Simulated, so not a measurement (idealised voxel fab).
voxel self aligned vias: a process module
Square cell edge 5 nm, section width 210 nm, ID cut.
Just so we're on the same page, the cross-sections are grids of square cells, and they're listed out in bands top to bottom, each band one or more rows deep. Each band's line starts with the height of the band's top and of its bottom, in nm. Then come its materials from left to right, each with its width in nm. One material with "edge to edge" fills the band from edge to edge. "air" is empty space. Counting heights begins at 0, where everything beneath is, in the wafer as received, one material. The lowest band has no bottom; it goes on downwards, as "0 nm and below" shows. It should be noted that a width expressed as "30->40" varies in equal increments from row to row of cells within the band, taking the value of the first number at the top row and that of the second number at the bottom row. Step note "no modifications" = no cross-section cell changed. Reported under the label "Unvented cavities" are the empty spaces having no open way to the top and comprising 8 cells or more; the notation for each is width x height at distance, in which the distance is measured from the left edge and all three values are in nm. On a step's line, text after the settings is the simulator commenting on that step. overlay nm: right-of-plan distance of the mask on a masked step; negative values mean left-of-plan.
# Process steps (planned)
1,RECEIVE,material Si
2,CONFORMAL_DEP,material SiO2,thk nm 10
3,CONFORMAL_DEP,material SiCN,thk nm 5
4,DIRECTIONAL_DEP,material lowk,thk nm 25
5,MASKED_ETCH,tone open,mask id LINES,width nm 30,pitch nm 60,etch materials lowk,depth nm 25,overlay nm 0
6,CONFORMAL_DEP,material TiN,thk nm 5
7,FILL_DEP,material W,thk nm 10
8,CMP,height nm 40
9,SELECTIVE_ETCH,etch materials W Ru TiN,depth nm 10
10,FILL_DEP,material SiN,thk nm 10
11,CMP,height nm 40
12,DIRECTIONAL_DEP,material lowk,thk nm 20
13,MASKED_ETCH,tone open,mask id VIAS,width nm 40,pitch nm 60,etch materials lowk,depth nm 20,overlay nm 0
14,MASKED_ETCH,tone open,mask id VIAS,width nm 40,pitch nm 60,etch materials SiN,depth nm 10,overlay nm 0
15,CONFORMAL_DEP,material TiN,thk nm 5
16,FILL_DEP,material Ru,thk nm 5
17,CMP,height nm 60
18,CONFORMAL_DEP,material SiN,thk nm 5
# Cross-section of the wafer as it came to us, i.e., already through step 1
- 0 nm and below = Si edge to edge
- Unvented cavities: none
# Cross-section, first of two wafers, end of module, run as planned
- 65 nm to 60 nm = SiN edge to edge
- 60 nm to 45 nm = lowk=25; TiN=5; Ru=30; TiN=5; lowk=20; TiN=5; Ru=30; TiN=5; lowk=20; TiN=5; Ru=30; TiN=5; lowk=25
- 45 nm to 35 nm = lowk=25->30; TiN=10->5; Ru=20; TiN=10->5; lowk=20->30; TiN=10->5; Ru=20; TiN=10->5; lowk=20->30; TiN=10->5; Ru=20; TiN=10->5; lowk=25->30
- 35 nm to 30 nm = lowk=30; TiN=30; lowk=30; TiN=30; lowk=30; TiN=30; lowk=30
- 30 nm to 20 nm = lowk=30; TiN=5; W=20; TiN=5; lowk=30; TiN=5; W=20; TiN=5; lowk=30; TiN=5; W=20; TiN=5; lowk=30
- 20 nm to 15 nm = lowk=30; TiN=30; lowk=30; TiN=30; lowk=30; TiN=30; lowk=30
- 15 nm to 10 nm = SiCN edge to edge
- 10 nm to 0 nm = SiO2 edge to edge
- 0 nm and below = Si edge to edge
- Unvented cavities: none
# This is the second of the two wafers, cross-sectioned at the end of the module; it started exactly like the first and was given the same plan, but it was run with one mistake
- 65 nm to 60 nm = SiN edge to edge
- 60 nm to 40 nm = lowk=25; TiN=5; lowk=30; TiN=5; lowk=20; TiN=5; lowk=30; TiN=5; lowk=20; TiN=5; lowk=30; TiN=5; lowk=25
- 40 nm to 30 nm = lowk=30; SiN=30; lowk=30; SiN=30; lowk=30; SiN=30; lowk=30
- 30 nm to 20 nm = lowk=30; TiN=5; W=20; TiN=5; lowk=30; TiN=5; W=20; TiN=5; lowk=30; TiN=5; W=20; TiN=5; lowk=30
- 20 nm to 15 nm = lowk=30; TiN=30; lowk=30; TiN=30; lowk=30; TiN=30; lowk=30
- 15 nm to 10 nm = SiCN edge to edge
- 10 nm to 0 nm = SiO2 edge to edge
- 0 nm and below = Si edge to edge
- Unvented cavities: none
The mistake made against the process plan was this: so 12 and 13 got swapped relative to the plan, each ran where the other was supposed to
FYI, end of process, the second wafer has more or fewer cells of some materials than the first: 78 fewer of Ru; 36 more of SiN; 30 fewer of TiN; 72 more of lowk
